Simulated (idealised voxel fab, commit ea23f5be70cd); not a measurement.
process module | voxel self aligned vias
cross-section cut | 285 nm wide | cells 5 nm
A cross-section is a grid of square cells, given in bands from the top down. A band is one or more rows of cells.
Each band's line starts with the height of the band's top and of its bottom, in nm. Then come its materials from left to right, each with its width in nm. One material with "throughout" fills the band from edge to edge. "air" is empty space.
Height 0 is the level under which the wafer as received is all one material. The lowest band goes on downwards, as in "0 down".
A width such as "30 to 40" changes by the same amount from each row of cells to the next, from the band's top row to its bottom row.
"no change" after a step means that no cell of the cross-section changed.
closed voids: empty space of 8 cells or more with no open way to the top, each as width x height at its distance from the left edge, in nm
after a step's settings: what the simulator itself notes on the step
overlay nm, on a step with a mask: how far to the right of its planned place the mask lay; to the left if negative
plan
1 op RECEIVE | material Si
2 op CONFORMAL_DEP | material SiO2 | thk nm 10
3 op CONFORMAL_DEP | material SiCN | thk nm 5
4 op DIRECTIONAL_DEP | material lowk | thk nm 30
5 op MASKED_ETCH | tone open | mask id LINES | width nm 30 | pitch nm 75 | etch materials lowk | depth nm 30 | overlay nm 0
6 op CONFORMAL_DEP | material TiN | thk nm 5
7 op FILL_DEP | material Ru | thk nm 5
8 op CMP | height nm 45
9 op SELECTIVE_ETCH | etch materials W Ru TiN | depth nm 5
10 op FILL_DEP | material SiN | thk nm 5
11 op CMP | height nm 45
12 op DIRECTIONAL_DEP | material lowk | thk nm 20
13 op MASKED_ETCH | tone open | mask id VIAS | width nm 50 | pitch nm 75 | etch materials lowk | depth nm 20 | overlay nm 0
14 op MASKED_ETCH | tone open | mask id VIAS | width nm 50 | pitch nm 75 | etch materials SiN | depth nm 5 | overlay nm 0
15 op CONFORMAL_DEP | material TiN | thk nm 5
16 op FILL_DEP | material Cu | thk nm 5
17 op CMP | height nm 65
18 op CONFORMAL_DEP | material SiCN | thk nm 5
as received, after step 1
  0 down: Si throughout
  closed voids: none
a wafer at the end: this start, this plan, one mistake
  70 to 65: SiCN throughout
  65 to 45: lowk 80 | TiN 10 | lowk 30 | TiN 10 | lowk 25 | TiN 10 | lowk 30 | TiN 10 | lowk 80
  45 to 40: lowk 90 | SiN 30 | lowk 45 | SiN 30 | lowk 90
  40 to 20: lowk 90 | TiN 5 | Ru 20 | TiN 5 | lowk 45 | TiN 5 | Ru 20 | TiN 5 | lowk 90
  20 to 15: lowk 90 | TiN 30 | lowk 45 | TiN 30 | lowk 90
  15 to 10: SiCN throughout
  10 to 0: SiO2 throughout
  0 down: Si throughout
  closed voids: none
what went wrong: steps 12 and 13 were swapped
